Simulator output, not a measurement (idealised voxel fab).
Module name: voxel plated lines (process module)
Section shown: cut. Width: 175 nm. Cell size: 5 nm, square.
For the purposes of this document, a cross-section shall be understood as a grid of square cells, specified as bands listed in top-to-bottom order, each band consisting of one or more rows of cells. Basically the band line says how high the top is and how high the bottom is, in nm, and then what's in it from left to right, every material with its width in nm. Empty space shows up as "air", and if a single material carries "full width" it runs the full band edge to edge. Heads up on the height convention: 0 is the point under which the incoming wafer is all one material, and the lowest band has no bottom, it just keeps going down, like "0 down". The notation "30..40" denotes a width that varies across the rows of cells in the band, beginning at the first number in the top row, finishing at the second number in the bottom row, and changing by an identical amount from each row to the next. It should be understood that the words "no alterations made", when stated for a given step, signify that the cross-section underwent no change in any of its cells during that step. "Closed void inventory": sealed empty spaces, 8 cells or more, no open way to top, listed width x height at distance, with distance from the left edge and width, height and distance in nm. Anything after a step's settings on that line? It's the simulator's own note about the step. Regarding "overlay nm": on a step with a mask, it is the distance the mask lay to the right of its planned place; a negative value places it to the left.

## This section lists the process steps that were planned
1: RECEIVE,material Si
2: CONFORMAL_DEP,material SiO2,thk nm 5
3: DIRECTIONAL_DEP,material TiN,thk nm 5
4: PATTERN,tone open,mask id LINES,material resist,width nm 20,pitch nm 40,thk nm 40,overlay nm 0
5: EPI,material Ru,thk nm 5
6: EPI,material Ru,thk nm 5
7: EPI,material Ru,thk nm 10
8: STRIP,etch materials resist
9: DIRECTIONAL_ETCH,etch materials TiN,depth nm 5
10: CONFORMAL_DEP,material SiN,thk nm 10

## Received-state cross-section, reflecting completion of step 1
  0 down: Si full width
  Closed void inventory: none

## One mistake in running the module, otherwise start and plan as above: cross-section at the end
  50 to 40: 25 of air, then 120 of SiN, then 30 of air
  40 to 15: 25 of air, then 10 of SiN, then 20 of Ru, then 20 of SiN, then 20 of Ru, then 20 of SiN, then 20 of Ru, then 10 of SiN, then 30 of air
  15 to 10: 35 of SiN, then 20 of Ru, then 20 of SiN, then 20 of Ru, then 20 of SiN, then 20 of Ru, then 40 of SiN
  10 to 5: 35 of SiN, then 20 of TiN, then 20 of SiN, then 20 of TiN, then 20 of SiN, then 20 of TiN, then 40 of SiN
  5 to 0: SiO2 full width
  0 down: Si full width
  Closed void inventory: none
Run error: execution of plan step 7 occurred twice
